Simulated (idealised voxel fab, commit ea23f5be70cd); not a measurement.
The following is a process module called voxel spacer lines.
We display cut, a cross-section 255 nm in width whose square cells are each 5 nm.
Think of the cross-section as a grid of square cells. We describe it in bands, top to bottom, and each band covers one or more rows of those cells. Heads up on the band format: heights come first, top then bottom, in nm. After that it's the materials left to right, each with its width in nm. A single material flagged "full width" fills the whole band edge to edge, and "empty" means there's empty space there. Where do heights start? At 0: under that level the wafer as delivered is made of one material only. And the lowest band has no floor; it just carries on downward, as in "0..down". Width spec "30->40" -> top row of cells at first value, bottom row at second value, equal per-row change in between. Basically "nothing changed" means that step didn't change any cell in the cross-section. Closed-off voids of 8+ cells (no open route to the top) go in "Enclosed internal cavities", written width x height at distance from the left edge, in nm. Text after the settings on a step's line: the simulator's own remark on that step. "overlay nm" on a masked step: distance the mask lay right of its planned place, negative for left.

Planned step list for the process
1 RECEIVE (material Si)
2 CONFORMAL_DEP (material Al2O3; thk nm 5)
3 DIRECTIONAL_DEP (material SiN; thk nm 10)
4 DIRECTIONAL_DEP (material aC; thk nm 25)
5 PATTERN (tone cover; mask id MANDREL; material resist; width nm 20; pitch nm 60; thk nm 35; overlay nm -15)
6 DIRECTIONAL_ETCH (etch materials aC; depth nm 25)
7 STRIP (etch materials resist)
8 CONFORMAL_DEP (material SiO2; thk nm 10)
9 DIRECTIONAL_ETCH (etch materials SiO2; depth nm 10)
10 STRIP (etch materials aC)
11 DIRECTIONAL_ETCH (etch materials SiN; depth nm 10)
12 STRIP (etch materials SiO2)
13 FILL_DEP (material SiO2; thk nm 10)
14 CMP (height nm 15)
Heads up: all these wafers start the same, and what changes between them is the overlay nm in step 5. The value you see in the plan is just what the first wafer got.

As-received cross-section, first of several wafers, post step 1
    0..down = Si full width
    Enclosed internal cavities: none

Gained (+) or lost (-) cells of each material since receipt, then closed voids: one row per wafer, at the end of the module
overlay nm -15; +51 Al2O3; +24 SiN; +78 SiO2; Enclosed internal cavities: none
overlay nm -10; +51 Al2O3; +24 SiN; +78 SiO2; Enclosed internal cavities: none
overlay nm -5; +51 Al2O3; +24 SiN; +78 SiO2; Enclosed internal cavities: none
overlay nm 0; +51 Al2O3; +24 SiN; +78 SiO2; Enclosed internal cavities: none
overlay nm 5; +51 Al2O3; +24 SiN; +78 SiO2; Enclosed internal cavities: none
overlay nm 10; +51 Al2O3; +24 SiN; +78 SiO2; Enclosed internal cavities: none
overlay nm 15; +51 Al2O3; +24 SiN; +78 SiO2; Enclosed internal cavities: none
